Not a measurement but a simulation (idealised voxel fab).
Documented hereafter: the process module known as voxel transistor to metal.
Displayed cross-section: cut, width of 190 nm, square cells sized 5 nm.
Cross-section layout: square cells on a grid; listed as bands, top to bottom; a band spans one or more cell rows.
Per band: top height and bottom height in nm, followed by the left-to-right materials and their widths in nm; "edge to edge" marks a single material spanning edge to edge, "air" marks empty space.
Convention: height 0 is the level below which the wafer, as received, is all one material. The lowest band does not terminate at the bottom but continues downward, represented as "top 0, no bottom".
A two-number width, for instance "30->40", indicates that the width is equal to the first number in the top row of the band and to the second number in the bottom row, and that it changes by a constant amount per row of cells.
It should be understood that the words "nothing got changed", when stated for a given step, signify that the cross-section underwent no change in any of its cells during that step.
You'll see "Entrapped voids" listing empty spaces that have no way open to the top, as long as they're 8 cells or more; the notation is width x height at distance, where the distance is from the left edge, and all of it is in nm.
On each step's line, the part that comes after the settings is the simulator's own comment on the step.
Among the settings permitted on a step's line is "overlay nm"; applied to a step with a mask, it specifies the extent to which the mask lay to the right of its planned position, whereas a negative figure signifies a position to the left.
## The steps planned for the process are as follows
1: op RECEIVE | material Si
2: op OXIDIZE | depth nm 5
3: op CONFORMAL_DEP | material SiN | thk nm 15
4: op MASKED_ETCH | tone cover | mask id ACTIVE | width nm 105 | etch materials SiN | depth nm 15 | overlay nm 0
5: op MASKED_ETCH | tone cover | mask id ACTIVE | width nm 105 | etch materials SiO2 | depth nm 5 | overlay nm 0
6: op MASKED_ETCH | tone cover | mask id ACTIVE | width nm 105 | etch materials Si | depth nm 30 | overlay nm 0
7: op OXIDIZE | depth nm 5
8: op FILL_DEP | material SiO2 | thk nm 10
9: op CMP | height nm 15
10: op SELECTIVE_ETCH | etch materials SiO2 | depth nm 5
11: op STRIP | etch materials SiN
12: op SELECTIVE_ETCH | etch materials SiO2 | depth nm 5
13: op OXIDIZE | depth nm 5
14: op DIRECTIONAL_DEP | material polySi | thk nm 20
15: op DIRECTIONAL_DEP | material SiCN | thk nm 10
16: op MASKED_ETCH | tone cover | mask id GATE | width nm 15 | etch materials SiCN | depth nm 20 | overlay nm 0
17: op MASKED_ETCH | tone cover | mask id GATE | width nm 15 | etch materials polySi | depth nm 30 | overlay nm 0
18: op CONFORMAL_DEP | material SiO2 | thk nm 5
19: op DIRECTIONAL_ETCH | etch materials SiO2 | depth nm 5
20: op CONFORMAL_DEP | material SiN | thk nm 5
21: op DIRECTIONAL_ETCH | etch materials SiN | depth nm 5
22: op DIRECTIONAL_ETCH | etch materials SiO2 | depth nm 5
23: op DIRECTIONAL_ETCH | etch materials Si | depth nm 15
24: op EPI | material nSi | thk nm 15
25: op FILL_DEP | material SiO2 | thk nm 10
26: op CMP | height nm 25
27: op DIRECTIONAL_DEP | material SiO2 | thk nm 10
28: op DIRECTIONAL_DEP | material aC | thk nm 10
29: op PATTERN | tone open | mask id CONTACT | material resist | width nm 30 | pitch nm 55 | thk nm 30 | overlay nm 0
30: op DIRECTIONAL_ETCH | etch materials aC | depth nm 10
31: op STRIP | etch materials resist
32: op DIRECTIONAL_ETCH | etch materials SiO2 | depth nm 45
33: op STRIP | etch materials aC
34: op CONFORMAL_DEP | material TiN | thk nm 5
35: op FILL_DEP | material W | thk nm 10
36: op CMP | height nm 35
37: op DIRECTIONAL_DEP | material TiN | thk nm 5
38: op DIRECTIONAL_DEP | material Ru | thk nm 15
39: op PATTERN | tone cover | mask id METAL_1 | material resist | width nm 15 | pitch nm 70 | thk nm 20 | overlay nm 0
40: op DIRECTIONAL_ETCH | etch materials Ru | depth nm 15
41: op DIRECTIONAL_ETCH | etch materials TiN | depth nm 5
42: op STRIP | etch materials resist
43: op CONFORMAL_DEP | material SiN | thk nm 5
44: op FILL_DEP | material SiO2 | thk nm 5
45: op CMP | height nm 55
46: op CONFORMAL_DEP | material SiCN | thk nm 5
47: op DIRECTIONAL_DEP | material SiO2 | thk nm 30
48: op DIRECTIONAL_DEP | material aC | thk nm 15
49: op PATTERN | tone open | mask id METAL_2 | material resist | width nm 15 | pitch nm 70 | thk nm 30 | overlay nm 0
50: op DIRECTIONAL_ETCH | etch materials aC | depth nm 15
51: op STRIP | etch materials resist
52: op DIRECTIONAL_ETCH | etch materials SiO2 | depth nm 20
53: op STRIP | etch materials aC
54: op MASKED_ETCH | tone open | mask id METAL_2_HOLES | width nm 15 | pitch nm 70 | etch materials SiO2 | depth nm 10 | overlay nm 0
55: op MASKED_ETCH | tone open | mask id METAL_2_HOLES | width nm 15 | pitch nm 70 | etch materials SiCN | depth nm 5 | overlay nm 0
56: op CONFORMAL_DEP | material TiN | thk nm 5
57: op FILL_DEP | material Cu | thk nm 5
58: op CMP | height nm 90
59: op CONFORMAL_DEP | material SiCN | thk nm 5
Wafer-to-wafer difference: width nm, step 17. Common start. Plan = first wafer's value.
## Cross-section of the first of several wafers as received (after step 1)
  top 0, no bottom = Si edge to edge
  Entrapped voids: none
## Below: a row per wafer. Contents at end of module: for every material, cells gained since receipt (+) or lost since receipt (-); then closed voids
width nm 15 | +12 Cu | +18 Ru | -226 Si | +76 SiCN | +60 SiN | +604 SiO2 | +80 TiN | +32 W | +54 nSi | +12 polySi | Entrapped voids: none
width nm 20 | +12 Cu | +18 Ru | -223 Si | +76 SiCN | +60 SiN | +605 SiO2 | +77 TiN | +30 W | +51 nSi | +16 polySi | Entrapped voids: none
width nm 25 | +12 Cu | +18 Ru | -220 Si | +76 SiCN | +60 SiN | +606 SiO2 | +74 TiN | +28 W | +48 nSi | +20 polySi | Entrapped voids: none
